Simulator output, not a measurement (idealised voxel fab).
The document below concerns the process module designated voxel quadruple lines.
Square cell edge 5 nm, section width 275 nm, ID cut.
Cross-section spec: square-cell grid; bands listed top down; each band is one or more rows.
Per band: top height and bottom height in nm, followed by the left-to-right materials and their widths in nm; "edge to edge" marks a single material spanning edge to edge, "empty" marks empty space.
Ref level 0: as-received wafer is one material below here. Bottom band extends down with no lower bound ("0 down").
So if you see something like "30..40" for the width, read it as the top row of the band sitting at the first number and the bottom row at the second, with every row in between moving by the same amount as the last.
"same as before" -> step changed no cross-section cell.
Any empty space of 8 cells or more lacking an open way to the top shows up in "Sealed void listing" as width x height at distance, distance from the left edge, in nm.
On a step's line, text after the settings is the simulator commenting on that step.
On any step carrying a mask, the "overlay nm" setting, if present on the step's line, tells how far right of its planned place the mask lay; negative values point to the left.
# plan
| 1 | RECEIVE | material Si |
| 2 | CONFORMAL_DEP | material SiO2 | thk nm 5 |
| 3 | DIRECTIONAL_DEP | material Ru | thk nm 15 |
| 4 | DIRECTIONAL_DEP | material polySi | thk nm 20 |
| 5 | DIRECTIONAL_DEP | material aC | thk nm 20 |
| 6 | PATTERN | tone cover | mask id MANDREL | material resist | width nm 30 | thk nm 30 | overlay nm 0 |
| 7 | DIRECTIONAL_ETCH | etch materials aC | depth nm 20 |
| 8 | STRIP | etch materials resist |
| 9 | CONFORMAL_DEP | material SiO2 | thk nm 10 |
| 10 | DIRECTIONAL_ETCH | etch materials SiO2 | depth nm 10 |
| 11 | STRIP | etch materials aC |
| 12 | DIRECTIONAL_ETCH | etch materials polySi | depth nm 20 |
| 13 | STRIP | etch materials SiO2 |
| 14 | CONFORMAL_DEP | material SiN | thk nm 10 |
| 15 | DIRECTIONAL_ETCH | etch materials SiN | depth nm 10 |
| 16 | STRIP | etch materials polySi |
| 17 | DIRECTIONAL_ETCH | etch materials Ru | depth nm 15 |
| 18 | STRIP | etch materials SiN |
# Cross-section of the wafer at receipt, which is the condition after step 1
	0 down = Si edge to edge
	Sealed void listing: none
# Starting structure and process plan are as shown above, but one mistake was made in running the module; the wafer cross-section at the end of the module follows
	60 to 40 = 120 of empty; 30 of aC; 125 of empty
	40 to 20 = 120 of empty; 30 of polySi; 125 of empty
	20 to 5 = 110 of empty; 50 of Ru; 115 of empty
	5 to 0 = SiO2 edge to edge
	0 down = Si edge to edge
	Sealed void listing: none
What went wrong in running the wafer? heads up, step 11 didn't go per plan, it actually ran as STRIP | etch materials SiO2
